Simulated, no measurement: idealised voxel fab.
You're looking at the process module voxel transistor to metal.
Square cells of 5 nm make up the cross-section cut, whose width is 205 nm.
Reading order for cross-sections: top band down to bottom band. Underlying form: a grid of square cells. Band size: one or more rows of cells. Basically the band line says how high the top is and how high the bottom is, in nm, and then what's in it from left to right, every material with its width in nm. Empty space shows up as "air", and if a single material carries "everywhere" it runs the full band edge to edge. Heights are expressed relative to 0, this being the level below which the as-received wafer comprises one material exclusively. The lowest band is unbounded in the downward direction and is denoted as in "top 0, no bottom". A width such as "30..40" changes by the same amount from each row of cells to the next, from the band's top row to its bottom row. Take "no change" at face value: in the step it is given for, the cross-section changed in none of its cells. In the "Enclosed voids" entry, you get each enclosed empty space of 8 cells or more, one with no open way to the top, written width x height at distance, distance from the left edge, in nm. It should be noted that, on the line of a given step, the content following the step's settings is a remark produced by the simulator itself with respect to that step. Among the settings permitted on a step's line is "overlay nm"; applied to a step with a mask, it specifies the extent to which the mask lay to the right of its planned position, whereas a negative figure signifies a position to the left.

### Process steps (planned)
1. RECEIVE, material Si
2. OXIDIZE, depth nm 5
3. CONFORMAL_DEP, material SiN, thk nm 10
4. PATTERN, tone cover, mask id ACTIVE, material resist, width nm 110, thk nm 15, overlay nm 0
5. DIRECTIONAL_ETCH, etch materials SiN, depth nm 10
6. DIRECTIONAL_ETCH, etch materials SiO2, depth nm 5
7. DIRECTIONAL_ETCH, etch materials Si, depth nm 35
8. STRIP, etch materials resist
9. OXIDIZE, depth nm 5
10. FILL_DEP, material SiO2, thk nm 15
11. CMP, height nm 10
12. SELECTIVE_ETCH, etch materials SiO2, depth nm 10
13. STRIP, etch materials SiN
14. SELECTIVE_ETCH, etch materials SiO2, depth nm 5
15. OXIDIZE, depth nm 5
16. DIRECTIONAL_DEP, material polySi, thk nm 25
17. DIRECTIONAL_DEP, material SiCN, thk nm 15
18. MASKED_ETCH, tone cover, mask id GATE, width nm 20, etch materials SiCN, depth nm 25, overlay nm 0
19. MASKED_ETCH, tone cover, mask id GATE, width nm 20, etch materials polySi, depth nm 35, overlay nm 0
20. CONFORMAL_DEP, material SiN, thk nm 5
21. DIRECTIONAL_ETCH, etch materials SiN, depth nm 5
22. DIRECTIONAL_ETCH, etch materials SiO2, depth nm 5
23. DIRECTIONAL_ETCH, etch materials Si, depth nm 5
24. EPI, material pSi, thk nm 10
25. FILL_DEP, material SiO2, thk nm 10
26. CMP, height nm 35
27. DIRECTIONAL_DEP, material SiO2, thk nm 10
28. DIRECTIONAL_DEP, material aC, thk nm 15
29. PATTERN, tone open, mask id CONTACT, material resist, width nm 15, pitch nm 75, thk nm 30, overlay nm 0
30. DIRECTIONAL_ETCH, etch materials aC, depth nm 15
31. STRIP, etch materials resist
32. DIRECTIONAL_ETCH, etch materials SiO2, depth nm 50
33. STRIP, etch materials aC
34. CONFORMAL_DEP, material TiN, thk nm 5
35. FILL_DEP, material W, thk nm 5
36. CMP, height nm 45
37. DIRECTIONAL_DEP, material TiN, thk nm 5
38. DIRECTIONAL_DEP, material W, thk nm 25
39. PATTERN, tone cover, mask id METAL_1, material resist, width nm 15, pitch nm 75, thk nm 15, overlay nm 0
40. DIRECTIONAL_ETCH, etch materials W, depth nm 25
41. DIRECTIONAL_ETCH, etch materials TiN, depth nm 5
42. STRIP, etch materials resist
43. FILL_DEP, material lowk, thk nm 10
44. CMP, height nm 75
45. CONFORMAL_DEP, material SiCN, thk nm 5
46. DIRECTIONAL_DEP, material lowk, thk nm 35
47. MASKED_ETCH, tone open, mask id METAL_2, width nm 15, pitch nm 75, etch materials lowk, depth nm 20, overlay nm 0
48. MASKED_ETCH, tone open, mask id METAL_2_HOLES, width nm 15, pitch nm 75, etch materials lowk, depth nm 15, overlay nm 0
49. MASKED_ETCH, tone open, mask id METAL_2_HOLES, width nm 15, pitch nm 75, etch materials SiCN, depth nm 5, overlay nm 0
50. CONFORMAL_DEP, material TiN, thk nm 5
51. FILL_DEP, material Cu, thk nm 5
52. CMP, height nm 115
53. CONFORMAL_DEP, material SiN, thk nm 5

### first wafer, as planned

### This is the cross-section of the wafer as we received it, i.e. after step 1
	top 0, no bottom  Si everywhere
	Enclosed voids: none

### Wafer xsec, post step 2
	top 0, bottom -5  SiO2 everywhere
	Beneath the level -5, the cross-section is identical to its previous state.

### Wafer xsec, post step 3
	top 10, bottom 0  SiN everywhere
	Beneath the level 0, the cross-section is identical to its previous state.

### Wafer xsec, post step 4
	top 25, bottom 10  air (45), then resist (110), then air (50)
	Beneath the level 10, the cross-section is identical to its previous state.

### Wafer xsec, post step 5
	top 25, bottom 10  air (45), then resist (110), then air (50)
	top 10, bottom 0  air (45), then SiN (110), then air (50)
	Beneath the level 0, the cross-section is identical to its previous state.

### Wafer xsec, post step 6
	top 25, bottom 10  air (45), then resist (110), then air (50)
	top 10, bottom 0  air (45), then SiN (110), then air (50)
	top 0, bottom -5  air (45), then SiO2 (110), then air (50)
	Beneath the level -5, the cross-section is identical to its previous state.

### Wafer xsec, post step 7
	top 25, bottom 10  air (45), then resist (110), then air (50)
	top 10, bottom 0  air (45), then SiN (110), then air (50)
	top 0, bottom -5  air (45), then SiO2 (110), then air (50)
	top -5, bottom -40  air (45), then Si (110), then air (50)
	Beneath the level -40, the cross-section is identical to its previous state.

### Wafer xsec, post step 8
	top 10, bottom 0  air (45), then SiN (110), then air (50)
	Beneath the level 0, the cross-section is identical to its previous state.

### Wafer xsec, post step 9
	top 10, bottom 0  air (45), then SiN (110), then air (50)
	top 0, bottom -5  air (45), then SiO2 (110), then air (50)
	top -5, bottom -40  air (45), then SiO2 (5), then Si (100), then SiO2 (5), then air (50)
	top -40, bottom -45  SiO2 (50), then Si (100), then SiO2 (55)
	Beneath the level -45, the cross-section is identical to its previous state.

### Wafer xsec, post step 10
	top 25, bottom 10  SiO2 everywhere
	top 10, bottom 0  SiO2 (45), then SiN (110), then SiO2 (50)
	top 0, bottom -5  SiO2 everywhere
	top -5, bottom -45  SiO2 (50), then Si (100), then SiO2 (55)
	Beneath the level -45, the cross-section is identical to its previous state.

### Wafer xsec, post step 11
	top 10, bottom 0  SiO2 (45), then SiN (110), then SiO2 (50)
	Beneath the level 0, the cross-section is identical to its previous state.

### Wafer xsec, post step 12
	top 10, bottom 0  air (45), then SiN (110), then air (50)
	Beneath the level 0, the cross-section is identical to its previous state.

### Wafer xsec, post step 13
	top 0, bottom -5  SiO2 everywhere
	Beneath the level -5, the cross-section is identical to its previous state.

### Wafer xsec, post step 14
	top -5, bottom -45  SiO2 (50), then Si (100), then SiO2 (55)
	Beneath the level -45, the cross-section is identical to its previous state.

### Wafer xsec, post step 15
	top -5, bottom -10  SiO2 everywhere
	Beneath the level -10, the cross-section is identical to its previous state.

### Wafer xsec, post step 16
	top 20, bottom -5  polySi everywhere
	Beneath the level -5, the cross-section is identical to its previous state.

### Wafer xsec, post step 17
	top 35, bottom 20  SiCN everywhere
	Beneath the level 20, the cross-section is identical to its previous state.

### Wafer xsec, post step 18
	top 35, bottom 20  air (90), then SiCN (20), then air (95)
	Beneath the level 20, the cross-section is identical to its previous state.

### Wafer xsec, post step 19
	top 35, bottom 20  air (90), then SiCN (20), then air (95)
	top 20, bottom -5  air (90), then polySi (20), then air (95)
	Beneath the level -5, the cross-section is identical to its previous state.

### Wafer xsec, post step 20
	top 40, bottom 35  air (85), then SiN (30), then air (90)
	top 35, bottom 20  air (85), then SiN (5), then SiCN (20), then SiN (5), then air (90)
	top 20, bottom 0  air (85), then SiN (5), then polySi (20), then SiN (5), then air (90)
	top 0, bottom -5  SiN (90), then polySi (20), then SiN (95)
	Beneath the level -5, the cross-section is identical to its previous state.

### Wafer xsec, post step 21
	top 35, bottom 20  air (85), then SiN (5), then SiCN (20), then SiN (5), then air (90)
	top 20, bottom -5  air (85), then SiN (5), then polySi (20), then SiN (5), then air (90)
	Beneath the level -5, the cross-section is identical to its previous state.

### Wafer xsec, post step 22
	top 35, bottom 20  air (85), then SiN (5), then SiCN (20), then SiN (5), then air (90)
	top 20, bottom -5  air (85), then SiN (5), then polySi (20), then SiN (5), then air (90)
	top -5, bottom -10  air (85), then SiO2 (30), then air (90)
	Beneath the level -10, the cross-section is identical to its previous state.

### Wafer xsec, post step 23
	top 35, bottom 20  air (85), then SiN (5), then SiCN (20), then SiN (5), then air (90)
	top 20, bottom -5  air (85), then SiN (5), then polySi (20), then SiN (5), then air (90)
	top -5, bottom -10  air (85), then SiO2 (30), then air (90)
	top -10, bottom -15  SiO2 (50), then air (35), then Si (30), then air (35), then SiO2 (55)
	Beneath the level -15, the cross-section is identical to its previous state.

### Wafer xsec, post step 24
	top 35, bottom 20  air (85), then SiN (5), then SiCN (20), then SiN (5), then air (90)
	top 20, bottom 0  air (85), then SiN (5), then polySi (20), then SiN (5), then air (90)
	top 0, bottom -5  air (75), then pSi (10), then SiN (5), then polySi (20), then SiN (5), then pSi (10), then air (80)
	top -5, bottom -10  air (45), then pSi (40), then SiO2 (30), then pSi (40), then air (50)
	top -10, bottom -15  SiO2 (50), then pSi (35), then Si (30), then pSi (35), then SiO2 (55)
	Beneath the level -15, the cross-section is identical to its previous state.

### Wafer xsec, post step 25
	top 45, bottom 35  SiO2 everywhere
	top 35, bottom 20  SiO2 (85), then SiN (5), then SiCN (20), then SiN (5), then SiO2 (90)
	top 20, bottom 0  SiO2 (85), then SiN (5), then polySi (20), then SiN (5), then SiO2 (90)
	top 0, bottom -5  SiO2 (75), then pSi (10), then SiN (5), then polySi (20), then SiN (5), then pSi (10), then SiO2 (80)
	top -5, bottom -10  SiO2 (45), then pSi (40), then SiO2 (30), then pSi (40), then SiO2 (50)
	Beneath the level -10, the cross-section is identical to its previous state.

### Wafer xsec, post step 26
	top 35, bottom 20  SiO2 (85), then SiN (5), then SiCN (20), then SiN (5), then SiO2 (90)
	Beneath the level 20, the cross-section is identical to its previous state.

### Wafer xsec, post step 27
	top 45, bottom 35  SiO2 everywhere
	Beneath the level 35, the cross-section is identical to its previous state.

### Wafer xsec, post step 28
	top 60, bottom 45  aC everywhere
	Beneath the level 45, the cross-section is identical to its previous state.

### Wafer xsec, post step 29
	top 90, bottom 60  resist (55), then air (15), then resist (60), then air (15), then resist (60)
	Beneath the level 60, the cross-section is identical to its previous state.

### Wafer xsec, post step 30
	top 75, bottom 60  resist (55), then air (15), then resist (60), then air (15), then resist (60)
	top 60, bottom 45  aC (55), then air (15), then aC (60), then air (15), then aC (60)
	Beneath the level 45, the cross-section is identical to its previous state.

### Wafer xsec, post step 31
	top 60, bottom 45  aC (55), then air (15), then aC (60), then air (15), then aC (60)
	Beneath the level 45, the cross-section is identical to its previous state.

### Wafer xsec, post step 32
	top 60, bottom 45  aC (55), then air (15), then aC (60), then air (15), then aC (60)
	top 45, bottom 35  SiO2 (55), then air (15), then SiO2 (60), then air (15), then SiO2 (60)
	top 35, bottom 20  SiO2 (55), then air (15), then SiO2 (15), then SiN (5), then SiCN (20), then SiN (5), then SiO2 (15), then air (15), then SiO2 (60)
	top 20, bottom 0  SiO2 (55), then air (15), then SiO2 (15), then SiN (5), then polySi (20), then SiN (5), then SiO2 (15), then air (15), then SiO2 (60)
	top 0, bottom -5  SiO2 (55), then air (15), then SiO2 (5), then pSi (10), then SiN (5), then polySi (20), then SiN (5), then pSi (10), then SiO2 (5), then air (15), then SiO2 (60)
	Beneath the level -5, the cross-section is identical to its previous state.

### Wafer xsec, post step 33
	top 45, bottom 35  SiO2 (55), then air (15), then SiO2 (60), then air (15), then SiO2 (60)
	Beneath the level 35, the cross-section is identical to its previous state.

### Wafer xsec, post step 34
	top 50, bottom 45  TiN (60), then air (5), then TiN (70), then air (5), then TiN (65)
	top 45, bottom 35  SiO2 (55), then TiN (5), then air (5), then TiN (5), then SiO2 (60), then TiN (5), then air (5), then TiN (5), then SiO2 (60)
	top 35, bottom 20  SiO2 (55), then TiN (5), then air (5), then TiN (5), then SiO2 (15), then SiN (5), then SiCN (20), then SiN (5), then SiO2 (15), then TiN (5), then air (5), then TiN (5), then SiO2 (60)
	top 20, bottom 0  SiO2 (55), then TiN (5), then air (5), then TiN (5), then SiO2 (15), then SiN (5), then polySi (20), then SiN (5), then SiO2 (15), then TiN (5), then air (5), then TiN (5), then SiO2 (60)
	top 0, bottom -5  SiO2 (55), then TiN (15), then SiO2 (5), then pSi (10), then SiN (5), then polySi (20), then SiN (5), then pSi (10), then SiO2 (5), then TiN (15), then SiO2 (60)
	Beneath the level -5, the cross-section is identical to its previous state.

### Wafer xsec, post step 35
	top 55, bottom 50  W everywhere
	top 50, bottom 45  TiN (60), then W (5), then TiN (70), then W (5), then TiN (65)
	top 45, bottom 35  SiO2 (55), then TiN (5), then W (5), then TiN (5), then SiO2 (60), then TiN (5), then W (5), then TiN (5), then SiO2 (60)
	top 35, bottom 20  SiO2 (55), then TiN (5), then W (5), then TiN (5), then SiO2 (15), then SiN (5), then SiCN (20), then SiN (5), then SiO2 (15), then TiN (5), then W (5), then TiN (5), then SiO2 (60)
	top 20, bottom 0  SiO2 (55), then TiN (5), then W (5), then TiN (5), then SiO2 (15), then SiN (5), then polySi (20), then SiN (5), then SiO2 (15), then TiN (5), then W (5), then TiN (5), then SiO2 (60)
	Beneath the level 0, the cross-section is identical to its previous state.

### Wafer xsec, post step 36
	top 45, bottom 35  SiO2 (55), then TiN (5), then W (5), then TiN (5), then SiO2 (60), then TiN (5), then W (5), then TiN (5), then SiO2 (60)
	Beneath the level 35, the cross-section is identical to its previous state.

### Wafer xsec, post step 37
	top 50, bottom 45  TiN everywhere
	Beneath the level 45, the cross-section is identical to its previous state.

### Wafer xsec, post step 38
	top 75, bottom 50  W everywhere
	Beneath the level 50, the cross-section is identical to its previous state.

### Wafer xsec, post step 39
	top 90, bottom 75  air (55), then resist (15), then air (60), then resist (15), then air (60)
	Beneath the level 75, the cross-section is identical to its previous state.

### Wafer xsec, post step 40
	top 90, bottom 75  air (55), then resist (15), then air (60), then resist (15), then air (60)
	top 75, bottom 50  air (55), then W (15), then air (60), then W (15), then air (60)
	Beneath the level 50, the cross-section is identical to its previous state.

### Wafer xsec, post step 41
	top 90, bottom 75  air (55), then resist (15), then air (60), then resist (15), then air (60)
	top 75, bottom 50  air (55), then W (15), then air (60), then W (15), then air (60)
	top 50, bottom 45  air (55), then TiN (15), then air (60), then TiN (15), then air (60)
	Beneath the level 45, the cross-section is identical to its previous state.

### Wafer xsec, post step 42
	top 75, bottom 50  air (55), then W (15), then air (60), then W (15), then air (60)
	Beneath the level 50, the cross-section is identical to its previous state.

### Wafer xsec, post step 43
	top 85, bottom 75  lowk everywhere
	top 75, bottom 50  lowk (55), then W (15), then lowk (60), then W (15), then lowk (60)
	top 50, bottom 45  lowk (55), then TiN (15), then lowk (60), then TiN (15), then lowk (60)
	Beneath the level 45, the cross-section is identical to its previous state.

### Wafer xsec, post step 44
	top 75, bottom 50  lowk (55), then W (15), then lowk (60), then W (15), then lowk (60)
	Beneath the level 50, the cross-section is identical to its previous state.

### Wafer xsec, post step 45
	top 80, bottom 75  SiCN everywhere
	Beneath the level 75, the cross-section is identical to its previous state.

### Wafer xsec, post step 46
	top 115, bottom 80  lowk everywhere
	Beneath the level 80, the cross-section is identical to its previous state.

### Wafer xsec, post step 47
	top 115, bottom 95  lowk (55), then air (15), then lowk (60), then air (15), then lowk (60)
	Beneath the level 95, the cross-section is identical to its previous state.

### Wafer xsec, post step 48
	top 115, bottom 80  lowk (55), then air (15), then lowk (60), then air (15), then lowk (60)
	Beneath the level 80, the cross-section is identical to its previous state.

### Wafer xsec, post step 49
	top 115, bottom 80  lowk (55), then air (15), then lowk (60), then air (15), then lowk (60)
	top 80, bottom 75  SiCN (55), then air (15), then SiCN (60), then air (15), then SiCN (60)
	Beneath the level 75, the cross-section is identical to its previous state.

### Wafer xsec, post step 50
	top 120, bottom 115  TiN (60), then air (5), then TiN (70), then air (5), then TiN (65)
	top 115, bottom 80  lowk (55), then TiN (5), then air (5), then TiN (5), then lowk (60), then TiN (5), then air (5), then TiN (5), then lowk (60)
	top 80, bottom 75  SiCN (55), then TiN (15), then SiCN (60), then TiN (15), then SiCN (60)
	Beneath the level 75, the cross-section is identical to its previous state.

### Wafer xsec, post step 51
	top 125, bottom 120  Cu everywhere
	top 120, bottom 115  TiN (60), then Cu (5), then TiN (70), then Cu (5), then TiN (65)
	top 115, bottom 80  lowk (55), then TiN (5), then Cu (5), then TiN (5), then lowk (60), then TiN (5), then Cu (5), then TiN (5), then lowk (60)
	Beneath the level 80, the cross-section is identical to its previous state.

### Wafer xsec, post step 52
	top 115, bottom 80  lowk (55), then TiN (5), then Cu (5), then TiN (5), then lowk (60), then TiN (5), then Cu (5), then TiN (5), then lowk (60)
	Beneath the level 80, the cross-section is identical to its previous state.

### Wafer xsec, post step 53
	top 120, bottom 115  SiN everywhere
	Beneath the level 115, the cross-section is identical to its previous state.

### Notes, second wafer: start = first wafer's, plan = first wafer's, execution had one mistake; history identical to first through step 47

### Second wafer, sectioned view, at step 48's planned end time
	top 115, bottom 100  lowk (45), then air (25), then lowk (50), then air (25), then lowk (60)
	top 100, bottom 95  lowk (55), then air (15), then lowk (60), then air (15), then lowk (60)
	top 95, bottom 80  lowk (55), then air (5), then lowk (70), then air (5), then lowk (70)
	Beneath the level 80, the cross-section is identical to its previous state.

### Second wafer, sectioned view, at step 49's planned end time
	top 115, bottom 100  lowk (45), then air (25), then lowk (50), then air (25), then lowk (60)
	top 100, bottom 95  lowk (55), then air (15), then lowk (60), then air (15), then lowk (60)
	top 95, bottom 80  lowk (55), then air (5), then lowk (70), then air (5), then lowk (70)
	top 80, bottom 75  SiCN (55), then air (5), then SiCN (70), then air (5), then SiCN (70)
	Beneath the level 75, the cross-section is identical to its previous state.

### Second wafer, sectioned view, at step 50's planned end time
	top 120, bottom 115  TiN (50), then air (15), then TiN (60), then air (15), then TiN (65)
	top 115, bottom 105  lowk (45), then TiN (5), then air (15), then TiN (5), then lowk (50), then TiN (5), then air (15), then TiN (5), then lowk (60)
	top 105, bottom 100  lowk (45), then TiN (15), then air (5), then TiN (5), then lowk (50), then TiN (15), then air (5), then TiN (5), then lowk (60)
	top 100, bottom 95  lowk (55), then TiN (15), then lowk (60), then TiN (15), then lowk (60)
	top 95, bottom 80  lowk (55), then TiN (5), then lowk (70), then TiN (5), then lowk (70)
	top 80, bottom 75  SiCN (55), then TiN (5), then SiCN (70), then TiN (5), then SiCN (70)
	Beneath the level 75, the cross-section is identical to its previous state.

### Second wafer, sectioned view, at step 51's planned end time
	top 125, bottom 120  Cu everywhere
	top 120, bottom 115  TiN (50), then Cu (15), then TiN (60), then Cu (15), then TiN (65)
	top 115, bottom 105  lowk (45), then TiN (5), then Cu (15), then TiN (5), then lowk (50), then TiN (5), then Cu (15), then TiN (5), then lowk (60)
	top 105, bottom 100  lowk (45), then TiN (15), then Cu (5), then TiN (5), then lowk (50), then TiN (15), then Cu (5), then TiN (5), then lowk (60)
	Beneath the level 100, the cross-section is identical to its previous state.

### Second wafer, sectioned view, at step 52's planned end time
	top 115, bottom 105  lowk (45), then TiN (5), then Cu (15), then TiN (5), then lowk (50), then TiN (5), then Cu (15), then TiN (5), then lowk (60)
	Beneath the level 105, the cross-section is identical to its previous state.

### Second wafer, sectioned view, at step 53's planned end time
	top 120, bottom 115  SiN everywhere
	Beneath the level 115, the cross-section is identical to its previous state.
Short version of what went wrong: step 48 off recipe, ran as MASKED_ETCH, tone open, mask id METAL_2_HOLES, width nm 15, pitch nm 75, etch materials lowk, depth nm 15, overlay nm -10
FYI, end of process, the second wafer has more or fewer cells of some materials than the first: SiCN +4; TiN -4
